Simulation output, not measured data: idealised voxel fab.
This section sets out a process module, namely voxel fin reveal.
Square cell edge 5 nm, section width 280 nm, ID cut.
Notation: cross-section as square-cell grid; stated in bands, top first, going down; one or more cell rows per band.
What a band's entry tells you: where the top is and where the bottom is, as heights in nm, and after that what lies inside, material by material from left to right, each with its width in nm. Empty space is written as the word "blank", and a single material marked with the word "throughout" occupies the band from edge to edge.
Zero point of the height axis is 0; under it, received wafer = one material. Lowest band: continues down indefinitely, "0 and below".
Top row gets the first number, bottom row gets the second, and each row in between changes by the same step: that is how a band width like "30 to 40" works.
The cross-section has no changed cell in any step marked "no alterations made".
Heads up: "Fully closed voids" only lists the empty pockets with no open path to the top that are 8 cells or more, and it writes them as width x height at distance, distance from the left edge, in nm.
Whatever follows a step's settings on its line is a remark the simulator itself makes about that step.
overlay nm: mask right of planned place by this much (step with mask). Neg. = left.

# List of planned process steps
| 1 | op RECEIVE | material Si |
| 2 | op CONFORMAL_DEP | material SiN | thk nm 5 |
| 3 | op MASKED_ETCH | tone cover | mask id FINS | width nm 15 | pitch nm 40 | etch materials SiN | depth nm 5 | overlay nm 0 |
| 4 | op MASKED_ETCH | tone cover | mask id FINS | width nm 15 | pitch nm 40 | etch materials Si | depth nm 35 | overlay nm 0 |
| 5 | op OXIDIZE | depth nm 5 |
| 6 | op FILL_DEP | material SiO2 | thk nm 15 |
| 7 | op CMP | height nm 5 |
| 8 | op SELECTIVE_ETCH | etch materials SiO2 | depth nm 30 |
| 9 | op STRIP | etch materials SiN |

# Of two wafers, the first: run according to plan

# as received, after step 1
* 0 and below  Si throughout
* Fully closed voids: none

# Upon completion of step 2, the wafer appears in cross-section as shown
* 5 down to 0  SiN throughout
* Everything under 0 stays put, no change at all.

# Upon completion of step 3, the wafer appears in cross-section as shown
* 5 down to 0  90 nm blank; 15 nm SiN; 25 nm blank; 15 nm SiN; 25 nm blank; 15 nm SiN; 95 nm blank
* Everything under 0 stays put, no change at all.

# Upon completion of step 4, the wafer appears in cross-section as shown
* 5 down to 0  90 nm blank; 15 nm SiN; 25 nm blank; 15 nm SiN; 25 nm blank; 15 nm SiN; 95 nm blank
* 0 down to -35  90 nm blank; 15 nm Si; 25 nm blank; 15 nm Si; 25 nm blank; 15 nm Si; 95 nm blank
* Everything under -35 stays put, no change at all.

# Upon completion of step 5, the wafer appears in cross-section as shown
* 5 down to 0  90 nm blank; 15 nm SiN; 25 nm blank; 15 nm SiN; 25 nm blank; 15 nm SiN; 95 nm blank
* 0 down to -35  90 nm blank; 5 nm SiO2; 5 nm Si; 5 nm SiO2; 25 nm blank; 5 nm SiO2; 5 nm Si; 5 nm SiO2; 25 nm blank; 5 nm SiO2; 5 nm Si; 5 nm SiO2; 95 nm blank
* -35 down to -40  95 nm SiO2; 5 nm Si; 35 nm SiO2; 5 nm Si; 35 nm SiO2; 5 nm Si; 100 nm SiO2
* Everything under -40 stays put, no change at all.

# Upon completion of step 6, the wafer appears in cross-section as shown
* 20 down to 5  SiO2 throughout
* 5 down to 0  90 nm SiO2; 15 nm SiN; 25 nm SiO2; 15 nm SiN; 25 nm SiO2; 15 nm SiN; 95 nm SiO2
* 0 down to -40  95 nm SiO2; 5 nm Si; 35 nm SiO2; 5 nm Si; 35 nm SiO2; 5 nm Si; 100 nm SiO2
* Everything under -40 stays put, no change at all.

# Upon completion of step 7, the wafer appears in cross-section as shown
* 5 down to 0  90 nm SiO2; 15 nm SiN; 25 nm SiO2; 15 nm SiN; 25 nm SiO2; 15 nm SiN; 95 nm SiO2
* Everything under 0 stays put, no change at all.

# Upon completion of step 8, the wafer appears in cross-section as shown
* 5 down to 0  90 nm blank; 15 nm SiN; 25 nm blank; 15 nm SiN; 25 nm blank; 15 nm SiN; 95 nm blank
* 0 down to -25  95 nm blank; 5 nm Si; 35 nm blank; 5 nm Si; 35 nm blank; 5 nm Si; 100 nm blank
* Everything under -25 stays put, no change at all.

# Upon completion of step 9, the wafer appears in cross-section as shown
* 0 down to -25  95 nm blank; 5 nm Si; 35 nm blank; 5 nm Si; 35 nm blank; 5 nm Si; 100 nm blank
* Everything under -25 stays put, no change at all.

# Second wafer - shared start and plan with the first - one error in running - same as the first up to step 3 inclusive

# Cross-sectional representation of the second wafer at the time designated in the plan for the completion of step 4
* 5 down to 0  90 nm blank; 15 nm SiN; 25 nm blank; 15 nm SiN; 25 nm blank; 15 nm SiN; 95 nm blank
* 0 down to -35  90 nm blank; 25 nm Si; 15 nm blank; 25 nm Si; 15 nm blank; 25 nm Si; 85 nm blank
* Everything under -35 stays put, no change at all.

# Cross-sectional representation of the second wafer at the time designated in the plan for the completion of step 5
* 5 down to 0  90 nm blank; 15 nm SiN; 25 nm blank; 15 nm SiN; 25 nm blank; 15 nm SiN; 95 nm blank
* 0 down to -5  90 nm blank; 5 nm SiO2; 5 nm Si; 15 nm SiO2; 15 nm blank; 5 nm SiO2; 5 nm Si; 15 nm SiO2; 15 nm blank; 5 nm SiO2; 5 nm Si; 15 nm SiO2; 85 nm blank
* -5 down to -35  90 nm blank; 5 nm SiO2; 15 nm Si; 5 nm SiO2; 15 nm blank; 5 nm SiO2; 15 nm Si; 5 nm SiO2; 15 nm blank; 5 nm SiO2; 15 nm Si; 5 nm SiO2; 85 nm blank
* -35 down to -40  95 nm SiO2; 15 nm Si; 25 nm SiO2; 15 nm Si; 25 nm SiO2; 15 nm Si; 90 nm SiO2
* Everything under -40 stays put, no change at all.

# Cross-sectional representation of the second wafer at the time designated in the plan for the completion of step 6
* 20 down to 5  SiO2 throughout
* 5 down to 0  90 nm SiO2; 15 nm SiN; 25 nm SiO2; 15 nm SiN; 25 nm SiO2; 15 nm SiN; 95 nm SiO2
* 0 down to -5  95 nm SiO2; 5 nm Si; 35 nm SiO2; 5 nm Si; 35 nm SiO2; 5 nm Si; 100 nm SiO2
* -5 down to -40  95 nm SiO2; 15 nm Si; 25 nm SiO2; 15 nm Si; 25 nm SiO2; 15 nm Si; 90 nm SiO2
* Everything under -40 stays put, no change at all.

# Cross-sectional representation of the second wafer at the time designated in the plan for the completion of step 7
* 5 down to 0  90 nm SiO2; 15 nm SiN; 25 nm SiO2; 15 nm SiN; 25 nm SiO2; 15 nm SiN; 95 nm SiO2
* Everything under 0 stays put, no change at all.

# Cross-sectional representation of the second wafer at the time designated in the plan for the completion of step 8
* 5 down to 0  90 nm blank; 15 nm SiN; 25 nm blank; 15 nm SiN; 25 nm blank; 15 nm SiN; 95 nm blank
* 0 down to -5  95 nm blank; 5 nm Si; 35 nm blank; 5 nm Si; 35 nm blank; 5 nm Si; 100 nm blank
* -5 down to -25  95 nm blank; 15 nm Si; 25 nm blank; 15 nm Si; 25 nm blank; 15 nm Si; 90 nm blank
* Everything under -25 stays put, no change at all.

# Cross-sectional representation of the second wafer at the time designated in the plan for the completion of step 9
* 0 down to -5  95 nm blank; 5 nm Si; 35 nm blank; 5 nm Si; 35 nm blank; 5 nm Si; 100 nm blank
* Everything under -5 stays put, no change at all.
Nonconformance to the process plan: heads up, step 4 didn't go per plan, it actually ran as op MASKED_ETCH | tone cover | mask id FINS | width nm 15 | pitch nm 40 | etch materials Si | depth nm 35 | overlay nm 10
Final difference in cells, second wafer against first, listed per material as more or fewer: +42 Si | -18 SiO2
